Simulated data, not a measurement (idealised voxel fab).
voxel wiring stack: a process module
The figure presents cross-section cut, which has a width of 230 nm and is divided into square cells with an edge length of 5 nm.
Format of a cross-section: grid, square cells. Given as bands. Order: top down. Band: one or more rows of cells.
A band entry consists of two parts. The first gives the height of the band's top and the height of its bottom, in nm. The rest lists the band's materials from left to right, each with its width in nm. A single material labelled with the word "throughout" fills the band from edge to edge, and the word "blank" marks empty space.
Below 0: as-received wafer, all one material; heights counted from there. Lowest band: no bottom, goes on down, written "0 down".
When a width is written as two numbers, as in "30 to 40", the first number is the width in the top row of cells of the band and the second is the width in its bottom row, and the width changes by the same amount from each row to the next.
Where a step carries "no modification", the cross-section came out of it unchanged, cell for cell.
So "Closed empty spaces" is basically the list of trapped voids: any empty space of 8 cells or more that can't reach the top through an opening. They're written width x height at distance, the distance being from the left edge, and it's all nm.
Formally, on a step line, whatever follows the settings is a remark that the simulator itself makes on the step.
overlay nm: mask offset rightward from planned place, masked step; negative means leftward offset.

Plan:
1,RECEIVE [material Si]
2,CONFORMAL_DEP [material SiO2] [thk nm 10]
3,DIRECTIONAL_DEP [material TiN] [thk nm 5]
4,DIRECTIONAL_DEP [material W] [thk nm 25]
5,DIRECTIONAL_DEP [material aC] [thk nm 15]
6,PATTERN [tone cover] [mask id METAL_1] [material resist] [width nm 20] [pitch nm 45] [thk nm 35] [overlay nm 0]
7,DIRECTIONAL_ETCH [etch materials aC] [depth nm 15]
8,STRIP [etch materials resist]
9,DIRECTIONAL_ETCH [etch materials W] [depth nm 25]
10,DIRECTIONAL_ETCH [etch materials TiN] [depth nm 5]
11,STRIP [etch materials aC]
12,CONFORMAL_DEP [material SiCN] [thk nm 5]
13,FILL_DEP [material lowk] [thk nm 5]
14,CMP [height nm 40]
15,CONFORMAL_DEP [material SiCN] [thk nm 5]
16,DIRECTIONAL_DEP [material SiO2] [thk nm 25]
17,MASKED_ETCH [tone open] [mask id METAL_2] [width nm 20] [pitch nm 45] [etch materials SiO2] [depth nm 15] [overlay nm 0]
18,PATTERN [tone open] [mask id METAL_2_HOLES] [material resist] [width nm 15] [pitch nm 90] [thk nm 15] [overlay nm -15]
19,DIRECTIONAL_ETCH [etch materials SiO2] [depth nm 10]
20,DIRECTIONAL_ETCH [etch materials SiCN] [depth nm 5]
21,STRIP [etch materials resist]
22,CONFORMAL_DEP [material TiN] [thk nm 5]
23,FILL_DEP [material Cu] [thk nm 5]
24,CMP [height nm 70]
25,CONFORMAL_DEP [material SiCN] [thk nm 5]
Wafer-to-wafer difference: overlay nm, step 18. Common start. Plan = first wafer's value.

First wafer of several, as received: cross-section after step 1:
- 0 down | Si throughout
- Closed empty spaces: none

Module end state after final step 25: cross-section of the first of several wafers:
- 75 to 70 | SiCN throughout
- 70 to 60 | SiO2 20, TiN 5 to 20, Cu 25 to 10, TiN 5, SiO2 25, TiN 5, Cu 10, TiN 5, SiO2 10, TiN 5 to 20, Cu 25 to 10, TiN 5, SiO2 25, TiN 5, Cu 10, TiN 5, SiO2 40
- 60 to 55 | SiO2 35, TiN 20, SiO2 25, TiN 20, SiO2 25, TiN 20, SiO2 25, TiN 20, SiO2 40
- 55 to 45 | SiO2 throughout
- 45 to 40 | SiCN throughout
- 40 to 15 | lowk 30, SiCN 5, W 20, SiCN 5, lowk 15, SiCN 5, W 20, SiCN 5, lowk 15, SiCN 5, W 20, SiCN 5, lowk 15, SiCN 5, W 20, SiCN 5, lowk 35
- 15 to 10 | SiCN 35, TiN 20, SiCN 25, TiN 20, SiCN 25, TiN 20, SiCN 25, TiN 20, SiCN 40
- 10 to 0 | SiO2 throughout
- 0 down | Si throughout
- Closed empty spaces: none

End of module: cross-section, last of several wafers:
- 75 to 70 | SiCN throughout
- 70 to 60 | SiO2 35, TiN 5, Cu 20 to 10, TiN 5 to 15, SiO2 15, TiN 5, Cu 10, TiN 5, SiO2 25, TiN 5, Cu 20 to 10, TiN 5 to 15, SiO2 15, TiN 5, Cu 10, TiN 5, SiO2 40
- 60 to 55 | SiO2 35, TiN 20, SiO2 25, TiN 20, SiO2 25, TiN 20, SiO2 25, TiN 20, SiO2 40
- 55 to 45 | SiO2 50, TiN 5, SiO2 85, TiN 5, SiO2 85
- 45 to 40 | SiCN 50, TiN 5, SiCN 85, TiN 5, SiCN 85
- 40 to 15 | lowk 30, SiCN 5, W 20, SiCN 5, lowk 15, SiCN 5, W 20, SiCN 5, lowk 15, SiCN 5, W 20, SiCN 5, lowk 15, SiCN 5, W 20, SiCN 5, lowk 35
- 15 to 10 | SiCN 35, TiN 20, SiCN 25, TiN 20, SiCN 25, TiN 20, SiCN 25, TiN 20, SiCN 40
- 10 to 0 | SiO2 throughout
- 0 down | Si throughout
- Closed empty spaces: none

Wafer rows; end of module; cells per material since receipt: (+) gained, (-) lost; then closed voids:
overlay nm -15 | +22 Cu | +162 SiCN | +262 SiO2 | +54 TiN | +80 W | +110 lowk | Closed empty spaces: none
overlay nm -10 | +20 Cu | +160 SiCN | +262 SiO2 | +58 TiN | +80 W | +110 lowk | Closed empty spaces: none
overlay nm -5 | +18 Cu | +158 SiCN | +262 SiO2 | +62 TiN | +80 W | +110 lowk | Closed empty spaces: none
overlay nm 0 | +22 Cu | +156 SiCN | +262 SiO2 | +60 TiN | +80 W | +110 lowk | Closed empty spaces: none
overlay nm 5 | +22 Cu | +156 SiCN | +262 SiO2 | +60 TiN | +80 W | +110 lowk | Closed empty spaces: none
overlay nm 10 | +18 Cu | +158 SiCN | +262 SiO2 | +62 TiN | +80 W | +110 lowk | Closed empty spaces: none
overlay nm 15 | +20 Cu | +160 SiCN | +262 SiO2 | +58 TiN | +80 W | +110 lowk | Closed empty spaces: none
